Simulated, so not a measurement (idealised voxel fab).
Process module under the name voxel ribs on slabs
Cross-sectional view cut (width: 175 nm; square cell size: 5 nm).
In this document a cross-section is written as a grid of square cells. It is given as a series of bands, listed from the top down, and a band is one or more rows of cells.
Basically the band line says how high the top is and how high the bottom is, in nm, and then what's in it from left to right, every material with its width in nm. Empty space shows up as "empty", and if a single material carries "all across" it runs the full band edge to edge.
A quick word on heights: they are counted from 0, and under that level the wafer as it came to us is one material throughout. The lowest band is different from the rest in having no bottom; it simply continues downward, written as in "0 -> down".
A width such as "30->40" changes by the same amount from each row of cells to the next, from the band's top row to its bottom row.
Step note "remained the same" = no cross-section cell changed.
Voids not open to the top, 8 cells minimum: see "Cavities, closed". Written width x height at distance; distance is from the left edge; nm.
On a step's line, text after the settings is the simulator commenting on that step.
Regarding "overlay nm": on a step with a mask, it is the distance the mask lay to the right of its planned place; a negative value places it to the left.

# Steps in the process plan
1,RECEIVE: material Si
2,DIRECTIONAL_DEP: material SiO2, thk nm 30
3,DIRECTIONAL_DEP: material SiN, thk nm 20
4,PATTERN: tone cover, mask id RIB, material resist, width nm 20, thk nm 20, overlay nm 0
5,DIRECTIONAL_ETCH: etch materials SiN, depth nm 15
6,STRIP: etch materials resist
7,PATTERN: tone cover, mask id SLAB, material resist, width nm 60, thk nm 20, overlay nm 0
8,DIRECTIONAL_ETCH: etch materials SiN, depth nm 5
9,STRIP: etch materials resist
10,FILL_DEP: material SiO2, thk nm 15
11,CMP: height nm 60
12,DIRECTIONAL_DEP: material TiN, thk nm 10
13,DIRECTIONAL_DEP: material aC, thk nm 10
14,PATTERN: tone cover, mask id HEATER, material resist, width nm 30, thk nm 25, overlay nm 0
15,DIRECTIONAL_ETCH: etch materials aC, depth nm 10
16,STRIP: etch materials resist
17,DIRECTIONAL_ETCH: etch materials TiN, depth nm 10
18,STRIP: etch materials aC
19,CONFORMAL_DEP: material SiN, thk nm 5

# Cross-section, incoming material, after step 1
> 0 -> down | Si all across
> Cavities, closed: none

# Cross-section: first of two wafers, module finished, run according to plan
> 75 -> 70 | empty 65 nm / SiN 40 nm / empty 70 nm
> 70 -> 65 | empty 65 nm / SiN 5 nm / TiN 30 nm / SiN 5 nm / empty 70 nm
> 65 -> 60 | SiN 70 nm / TiN 30 nm / SiN 75 nm
> 60 -> 50 | SiO2 all across
> 50 -> 35 | SiO2 75 nm / SiN 20 nm / SiO2 80 nm
> 35 -> 30 | SiO2 55 nm / SiN 60 nm / SiO2 60 nm
> 30 -> 0 | SiO2 all across
> 0 -> down | Si all across
> Cavities, closed: none

# Presented here is a cross-section of the second of the two wafers as it stood at the end of the module. It was started in the same manner and assigned the same plan as the first wafer; however, one mistake was made in its execution
> 75 -> 70 | empty 65 nm / SiN 40 nm / empty 70 nm
> 70 -> 65 | empty 65 nm / SiN 5 nm / TiN 30 nm / SiN 5 nm / empty 70 nm
> 65 -> 60 | SiN 70 nm / TiN 30 nm / SiN 75 nm
> 60 -> 50 | SiO2 all across
> 50 -> 30 | aC all across
> 30 -> 0 | SiO2 all across
> 0 -> down | Si all across
> Cavities, closed: none
Here's what went sideways: step 3 was processed under conditions differing from the plan, specifically as DIRECTIONAL_DEP: material aC, thk nm 20
End check, counted in cells, second wafer has more or fewer of these materials than the first: SiN -24 | SiO2 -116 | aC +140
